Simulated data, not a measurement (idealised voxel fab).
Title: Process Module voxel self aligned contacts
Square cells of 5 nm make up the cross-section cut, whose width is 205 nm.
Bands, listed from the top down, are how a cross-section gets written in this document; the cross-section itself is a grid of square cells, and a band is one or more rows of them.
It is stipulated that each band's entry specify, in nanometres, the height of the top of the band and then that of its bottom, followed by the materials of the band in left-to-right sequence, each together with its width in nanometres. A single material marked by the word "edge to edge" is understood to fill the band from edge to edge; the word "empty" is understood to denote empty space.
Height datum 0, below which the as-received substrate wafer is one material. Lowest band open at the bottom, running downward: "from 0 down".
The notation "30 to 40" denotes a width that varies across the rows of cells in the band, beginning at the first number in the top row, finishing at the second number in the bottom row, and changing by an identical amount from each row to the next.
For the purposes of this document, the phrase "all unchanged" attached to a step denotes that no cell within the cross-section was modified by that step.
Empty spaces without an open route to the top, at least 8 cells in extent, make up the entry "Sealed void inventory"; each is given as width x height at distance, where the distance is measured from the left edge, and all are in nm.
Past the settings on a step's line: simulator remark, on that step.
You can add "overlay nm" to a step's line. For a step with a mask, it describes how far the mask lay to the right of its planned position, and a negative number describes a lay to the left.
Process steps - plan
1,RECEIVE: material Si
2,OXIDIZE: depth nm 5
3,DIRECTIONAL_DEP: material polySi, thk nm 30
4,DIRECTIONAL_DEP: material SiN, thk nm 20
5,PATTERN: tone cover, mask id GATE, material resist, width nm 35, pitch nm 65, thk nm 20, overlay nm 0
6,DIRECTIONAL_ETCH: etch materials SiN, depth nm 20
7,DIRECTIONAL_ETCH: etch materials polySi, depth nm 30
8,STRIP: etch materials resist
9,CONFORMAL_DEP: material SiN, thk nm 5
10,DIRECTIONAL_ETCH: etch materials SiN, depth nm 5
11,FILL_DEP: material SiO2, thk nm 15
12,CMP: height nm 55
13,MASKED_ETCH: tone open, mask id CONTACT, width nm 50, pitch nm 65, etch materials SiO2, depth nm 60, overlay nm 0
14,CONFORMAL_DEP: material TiN, thk nm 5
15,FILL_DEP: material W, thk nm 5
16,CMP: height nm 55
17,CONFORMAL_DEP: material SiCN, thk nm 5
Cross-section, incoming material, after step 1
* from 0 down = Si edge to edge
* Sealed void inventory: none
The cross-section shown corresponds to the wafer at the conclusion of the module. The initial structure and the process plan are those presented above; however, one mistake occurred in executing the plan
* from 60 to 55 = SiCN edge to edge
* from 55 to 50 = SiO2 (45), TiN (20), W (10), TiN (20), SiO2 (15), TiN (20), W (10), TiN (20), SiO2 (45)
* from 50 to 30 = SiO2 (15), SiN (45), TiN (5), W (10), TiN (5), SiN (45), TiN (5), W (10), TiN (5), SiN (45), SiO2 (15)
* from 30 to 5 = SiO2 (15), SiN (5), polySi (35), SiN (5), TiN (5), W (10), TiN (5), SiN (5), polySi (35), SiN (5), TiN (5), W (10), TiN (5), SiN (5), polySi (35), SiN (5), SiO2 (15)
* from 5 to 0 = SiO2 (15), SiN (5), polySi (35), SiN (5), TiN (20), SiN (5), polySi (35), SiN (5), TiN (20), SiN (5), polySi (35), SiN (5), SiO2 (15)
* from 0 down = Si edge to edge
* Sealed void inventory: none
Where did the run depart from the plan? step 2 of the plan never got run, it was skipped over
